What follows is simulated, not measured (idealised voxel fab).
Presented below is a process module, voxel ribs on slabs.
Xsec cut, 195 nm wide, square cell size 5 nm.
A cross-section is a grid of square cells, given in bands from the top down. A band is one or more rows of cells. It is stipulated that each band's entry specify, in nanometres, the height of the top of the band and then that of its bottom, followed by the materials of the band in left-to-right sequence, each together with its width in nanometres. A single material marked by the word "edge to edge" is understood to fill the band from edge to edge; the word "air" is understood to denote empty space. A quick word on heights: they are counted from 0, and under that level the wafer as it came to us is one material throughout. The lowest band is different from the rest in having no bottom; it simply continues downward, written as in "0..down". The width entry "30->40" should be interpreted row by row: the top row of cells in the band takes the first number, the bottom row takes the second number, and the change between adjacent rows is uniform throughout. "remained the same" means the step left every cell of the cross-section as it was. Closed empty spaces (no open way to the top) of 8 cells or more are what "Closed void table" lists, each as width x height at distance from the left edge, nm for all three. Post-settings text on a step line: simulator's own remark regarding the step. overlay nm: how far to the right of its planned place the mask lay on this masked step (negative: to the left).

PLANNED PROCESS STEPS
| 1 | RECEIVE,material Si |
| 2 | DIRECTIONAL_DEP,material SiO2,thk nm 20 |
| 3 | DIRECTIONAL_DEP,material polySi,thk nm 15 |
| 4 | MASKED_ETCH,tone cover,mask id RIB,width nm 15,etch materials polySi,depth nm 5,overlay nm 0 |
| 5 | DIRECTIONAL_DEP,material aC,thk nm 15 |
| 6 | PATTERN,tone cover,mask id SLAB,material resist,width nm 55,thk nm 35,overlay nm 0 |
| 7 | DIRECTIONAL_ETCH,etch materials aC,depth nm 15 |
| 8 | STRIP,etch materials resist |
| 9 | DIRECTIONAL_ETCH,etch materials polySi,depth nm 10 |
| 10 | STRIP,etch materials aC |
| 11 | FILL_DEP,material SiO2,thk nm 30 |
| 12 | CMP,height nm 55 |
| 13 | DIRECTIONAL_DEP,material TiN,thk nm 5 |
| 14 | DIRECTIONAL_DEP,material aC,thk nm 15 |
| 15 | PATTERN,tone cover,mask id HEATER,material resist,width nm 25,thk nm 30,overlay nm 0 |
| 16 | DIRECTIONAL_ETCH,etch materials aC,depth nm 15 |
| 17 | STRIP,etch materials resist |
| 18 | DIRECTIONAL_ETCH,etch materials TiN,depth nm 5 |
| 19 | STRIP,etch materials aC |
| 20 | CONFORMAL_DEP,material SiN,thk nm 5 |

THE FIRST OF THE TWO WAFERS, WHICH RAN AS PLANNED

HERE'S WHAT THE WAFER LOOKED LIKE IN CROSS-SECTION WHEN IT ARRIVED - THAT'S AFTER STEP 1
	0..down = Si edge to edge
	Closed void table: none

STATE OF THE WAFER AFTER STEP 2, SHOWN IN CROSS-SECTION
	20..0 = SiO2 edge to edge
	Below 0, no change.

STATE OF THE WAFER AFTER STEP 3, SHOWN IN CROSS-SECTION
	35..20 = polySi edge to edge
	Below 20, no change.

STATE OF THE WAFER AFTER STEP 4, SHOWN IN CROSS-SECTION
	35..30 = air: 90; polySi: 15; air: 90
	Below 30, no change.

STATE OF THE WAFER AFTER STEP 5, SHOWN IN CROSS-SECTION
	50..45 = air: 90; aC: 15; air: 90
	45..35 = aC edge to edge
	35..30 = aC: 90; polySi: 15; aC: 90
	Below 30, no change.

STATE OF THE WAFER AFTER STEP 6, SHOWN IN CROSS-SECTION
	85..50 = air: 70; resist: 55; air: 70
	50..45 = air: 70; resist: 20; aC: 15; resist: 20; air: 70
	Below 45, no change.

STATE OF THE WAFER AFTER STEP 7, SHOWN IN CROSS-SECTION
	70..50 = air: 70; resist: 55; air: 70
	50..45 = air: 70; resist: 20; aC: 15; resist: 20; air: 70
	45..35 = air: 70; aC: 55; air: 70
	35..30 = air: 70; aC: 20; polySi: 15; aC: 20; air: 70
	Below 30, no change.

STATE OF THE WAFER AFTER STEP 8, SHOWN IN CROSS-SECTION
	50..45 = air: 90; aC: 15; air: 90
	Below 45, no change.

STATE OF THE WAFER AFTER STEP 9, SHOWN IN CROSS-SECTION
	50..45 = air: 90; aC: 15; air: 90
	45..35 = air: 70; aC: 55; air: 70
	35..30 = air: 70; aC: 20; polySi: 15; aC: 20; air: 70
	30..20 = air: 70; polySi: 55; air: 70
	Below 20, no change.

STATE OF THE WAFER AFTER STEP 10, SHOWN IN CROSS-SECTION
	35..30 = air: 90; polySi: 15; air: 90
	Below 30, no change.

STATE OF THE WAFER AFTER STEP 11, SHOWN IN CROSS-SECTION
	65..35 = SiO2 edge to edge
	35..30 = SiO2: 90; polySi: 15; SiO2: 90
	30..20 = SiO2: 70; polySi: 55; SiO2: 70
	Below 20, no change.

STATE OF THE WAFER AFTER STEP 12, SHOWN IN CROSS-SECTION
	55..35 = SiO2 edge to edge
	Below 35, no change.

STATE OF THE WAFER AFTER STEP 13, SHOWN IN CROSS-SECTION
	60..55 = TiN edge to edge
	Below 55, no change.

STATE OF THE WAFER AFTER STEP 14, SHOWN IN CROSS-SECTION
	75..60 = aC edge to edge
	Below 60, no change.

STATE OF THE WAFER AFTER STEP 15, SHOWN IN CROSS-SECTION
	105..75 = air: 85; resist: 25; air: 85
	Below 75, no change.

STATE OF THE WAFER AFTER STEP 16, SHOWN IN CROSS-SECTION
	90..75 = air: 85; resist: 25; air: 85
	75..60 = air: 85; aC: 25; air: 85
	Below 60, no change.

STATE OF THE WAFER AFTER STEP 17, SHOWN IN CROSS-SECTION
	75..60 = air: 85; aC: 25; air: 85
	Below 60, no change.

STATE OF THE WAFER AFTER STEP 18, SHOWN IN CROSS-SECTION
	75..60 = air: 85; aC: 25; air: 85
	60..55 = air: 85; TiN: 25; air: 85
	Below 55, no change.

STATE OF THE WAFER AFTER STEP 19, SHOWN IN CROSS-SECTION
	60..55 = air: 85; TiN: 25; air: 85
	Below 55, no change.

STATE OF THE WAFER AFTER STEP 20, SHOWN IN CROSS-SECTION
	65..60 = air: 80; SiN: 35; air: 80
	60..55 = SiN: 85; TiN: 25; SiN: 85
	Below 55, no change.

WAFER TWO OF TWO - SAME STARTING POINT, SAME PROCESS PLAN, ONE MISTAKE IN EXECUTION; MATCHES WAFER ONE UP TO AND INCLUDING STEP 19

Cross-section of the second wafer at the time step 20 of the plan should have ended: remained the same
Against the plan, the run slipped here: plan step 20: skipped, not run
Final wafer comparison in cells, second versus first, more or fewer per material: 41 fewer of SiN
